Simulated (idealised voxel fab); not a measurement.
The following process module bears the name voxel ribs on slabs.
It is cross-section cut that appears here, measuring 155 nm in width, its square cells being 5 nm in size.
A cross-section in this document is a grid of square cells, and it is written down as bands, the top band listed before the ones below it; a band is made up of one or more rows of cells.
Per band: top height and bottom height in nm, followed by the left-to-right materials and their widths in nm; "all across" marks a single material spanning edge to edge, "blank" marks empty space.
Height reference: 0 = level under which incoming wafer is all one material. Lowest band: no bottom, runs on downward, e.g. "0 and below".
You'd read "30->40" like this: the band's top row of cells is as wide as the first number, its bottom row is as wide as the second, and going down, every row changes width by the same amount as the row before did.
The designation "left unchanged", where it is given for a processing step, indicates that no cell of the cross-section was altered in the course of that step.
In "Sealed void listing" the enclosed voids are listed, meaning empty spaces of 8 cells or larger without any opening to the top. The form is width x height at distance, distance from the left edge, units nm.
Anything after a step's settings on that line? It's the simulator's own note about the step.
The line of a step may include "overlay nm". On a step with a mask, this value is how far to the right of its planned place the mask lay. A negative value means the mask lay to the left.
# Steps planned for the process
1) RECEIVE with material Si
2) DIRECTIONAL_DEP with material SiO2, thk nm 20
3) DIRECTIONAL_DEP with material SiN, thk nm 25
4) PATTERN with tone cover, mask id RIB, material resist, width nm 30, thk nm 20, overlay nm 0
5) DIRECTIONAL_ETCH with etch materials SiN, depth nm 15
6) STRIP with etch materials resist
7) MASKED_ETCH with tone cover, mask id SLAB, width nm 90, etch materials SiN, depth nm 10, overlay nm 0
8) FILL_DEP with material SiO2, thk nm 15
9) CMP with height nm 55
10) DIRECTIONAL_DEP with material W, thk nm 5
11) PATTERN with tone cover, mask id HEATER, material resist, width nm 40, thk nm 20, overlay nm 0
12) DIRECTIONAL_ETCH with etch materials W, depth nm 10
13) STRIP with etch materials resist
14) CONFORMAL_DEP with material SiO2, thk nm 5
The plan's step 10 thk nm is the first wafer's value; the wafers differ in this setting and start identical.
# The first of several wafers as received, shown in cross-section; this is its state after step 1
- 0 and below = Si all across
- Sealed void listing: none
# first wafer at the end, after step 14
- 65 down to 60 = blank=50  SiO2=50  blank=55
- 60 down to 55 = SiO2=55  W=40  SiO2=60
- 55 down to 45 = SiO2 all across
- 45 down to 30 = SiO2=60  SiN=30  SiO2=65
- 30 down to 20 = SiO2=30  SiN=90  SiO2=35
- 20 down to 0 = SiO2 all across
- 0 and below = Si all across
- Sealed void listing: none
# Of the several wafers, the last: cross-section at the end of the module
- 85 down to 80 = blank=50  SiO2=50  blank=55
- 80 down to 75 = blank=50  SiO2=5  W=40  SiO2=5  blank=55
- 75 down to 70 = SiO2=55  W=40  SiO2=60
- 70 down to 55 = W all across
- 55 down to 45 = SiO2 all across
- 45 down to 30 = SiO2=60  SiN=30  SiO2=65
- 30 down to 20 = SiO2=30  SiN=90  SiO2=35
- 20 down to 0 = SiO2 all across
- 0 and below = Si all across
- Sealed void listing: none
# So in this table every wafer gets its own row, and what you see is where it stands at the end of the module: for each material, how many cells it picked up (+) or gave up (-) since we received it, and after that its closed voids
thk nm 5; +54 SiN; +320 SiO2; +8 W; Sealed void listing: none
thk nm 10; +54 SiN; +322 SiO2; +16 W; Sealed void listing: none
thk nm 15; +54 SiN; +322 SiO2; +47 W; Sealed void listing: none
thk nm 20; +54 SiN; +322 SiO2; +78 W; Sealed void listing: none
thk nm 25; +54 SiN; +322 SiO2; +109 W; Sealed void listing: none
